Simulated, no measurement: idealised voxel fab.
Process module under the name voxel capacitor over wiring
Square cells of 5 nm make up the cross-section cut, whose width is 225 nm.
Square cells in a grid make up a cross-section in this document, and the grid is given as bands, listed from the top down, each one or more rows of cells.
Within each band entry, the heights of the top and of the bottom of the band appear first, in that order and in nm; the materials of the band then follow from left to right, each with its corresponding width in nm. The designation "throughout" on a single material indicates that it fills the band from edge to edge; the designation "air" indicates empty space.
Heights from 0 (as-received wafer is one material below). Bottom band endless downward, as "top 0, no bottom".
So if you see something like "30..40" for the width, read it as the top row of the band sitting at the first number and the bottom row at the second, with every row in between moving by the same amount as the last.
"no alteration" for a step: no cell of the cross-section changed in that step.
"Sealed internal voids" contains a list of empty spaces, each no smaller than 8 cells and without an open way to the top, written in the form width x height at distance with the distance from the left edge and all three in nm.
If you see something after the settings on a step's line, that's the simulator's own remark about that step.
What "overlay nm" on a step's line means: if the step has a mask, that mask lay this far to the right of its planned place, or, when the value is negative, to the left.

PLANNED STEP LIST FOR THE PROCESS
1. RECEIVE with material Si
2. CONFORMAL_DEP with material SiO2, thk nm 15
3. DIRECTIONAL_DEP with material TiN, thk nm 5
4. DIRECTIONAL_DEP with material W, thk nm 15
5. MASKED_ETCH with tone cover, mask id METAL_1, width nm 25, pitch nm 95, etch materials W, depth nm 15, overlay nm 0
6. MASKED_ETCH with tone cover, mask id METAL_1, width nm 25, pitch nm 95, etch materials TiN, depth nm 5, overlay nm 0
7. CONFORMAL_DEP with material SiCN, thk nm 5
8. FILL_DEP with material lowk, thk nm 5
9. CMP with height nm 35
10. CONFORMAL_DEP with material SiCN, thk nm 5
11. DIRECTIONAL_DEP with material lowk, thk nm 15
12. PATTERN with tone open, mask id PLUG_1, material resist, width nm 15, thk nm 20, overlay nm 0
13. DIRECTIONAL_ETCH with etch materials lowk, depth nm 15
14. DIRECTIONAL_ETCH with etch materials SiCN, depth nm 5
15. STRIP with etch materials resist
16. CONFORMAL_DEP with material TiN, thk nm 5
17. FILL_DEP with material Ru, thk nm 10
18. CMP with height nm 55
19. DIRECTIONAL_DEP with material TiN, thk nm 5
20. DIRECTIONAL_DEP with material SiN, thk nm 5
21. DIRECTIONAL_DEP with material TiN, thk nm 5
22. PATTERN with tone cover, mask id UPPER_PLATE, material resist, width nm 75, thk nm 15, overlay nm 0
23. DIRECTIONAL_ETCH with etch materials TiN, depth nm 5
24. DIRECTIONAL_ETCH with etch materials SiN, depth nm 5
25. STRIP with etch materials resist
26. MASKED_ETCH with tone cover, mask id LOWER_PLATE, width nm 85, etch materials TiN, depth nm 5, overlay nm 0
27. FILL_DEP with material SiO2, thk nm 20
28. CMP with height nm 85
29. MASKED_ETCH with tone open, mask id PLUG_2, width nm 15, etch materials SiO2, depth nm 15, overlay nm 0
30. CONFORMAL_DEP with material TiN, thk nm 5
31. FILL_DEP with material Ru, thk nm 10
32. CMP with height nm 85
33. CONFORMAL_DEP with material SiN, thk nm 5

CROSS-SECTION OF THE WAFER AT RECEIPT, WHICH IS THE CONDITION AFTER STEP 1
  top 0, no bottom | Si throughout
  Sealed internal voids: none

MODULE COMPLETE, CROSS-SECTION. STARTING POINT AND PLAN PER ABOVE. ONE MISTAKE MADE IN RUNNING THE MODULE
  top 90, bottom 85 | SiN throughout
  top 85, bottom 75 | 70 of SiO2, 5 of TiN, 5 of Ru, 5 of TiN, 140 of SiO2
  top 75, bottom 65 | 70..60 of SiO2, 15..75 of TiN, 140..90 of SiO2
  top 65, bottom 60 | 60 of SiO2, 75 of SiN, 90 of SiO2
  top 60, bottom 55 | 55 of SiO2, 85 of TiN, 85 of SiO2
  top 55, bottom 40 | 60 of lowk, 5 of TiN, 5 of Ru, 5 of TiN, 150 of lowk
  top 40, bottom 35 | 60 of SiCN, 15 of TiN, 150 of SiCN
  top 35, bottom 25 | 45 of lowk, 5 of SiCN, 25 of W, 5 of SiCN, 60 of lowk, 5 of SiCN, 25 of W, 5 of SiCN, 50 of lowk
  top 25, bottom 20 | 40 of lowk, 10 of SiCN, 25 of W, 5 of SiCN, 55 of lowk, 10 of SiCN, 25 of W, 5 of SiCN, 50 of lowk
  top 20, bottom 15 | 45 of SiCN, 30 of TiN, 65 of SiCN, 30 of TiN, 55 of SiCN
  top 15, bottom 0 | SiO2 throughout
  top 0, no bottom | Si throughout
  Sealed internal voids: none
what went wrong: step 6 deviated from plan and actually ran as MASKED_ETCH with tone cover, mask id METAL_1, width nm 25, pitch nm 95, etch materials TiN, depth nm 5, overlay nm -5
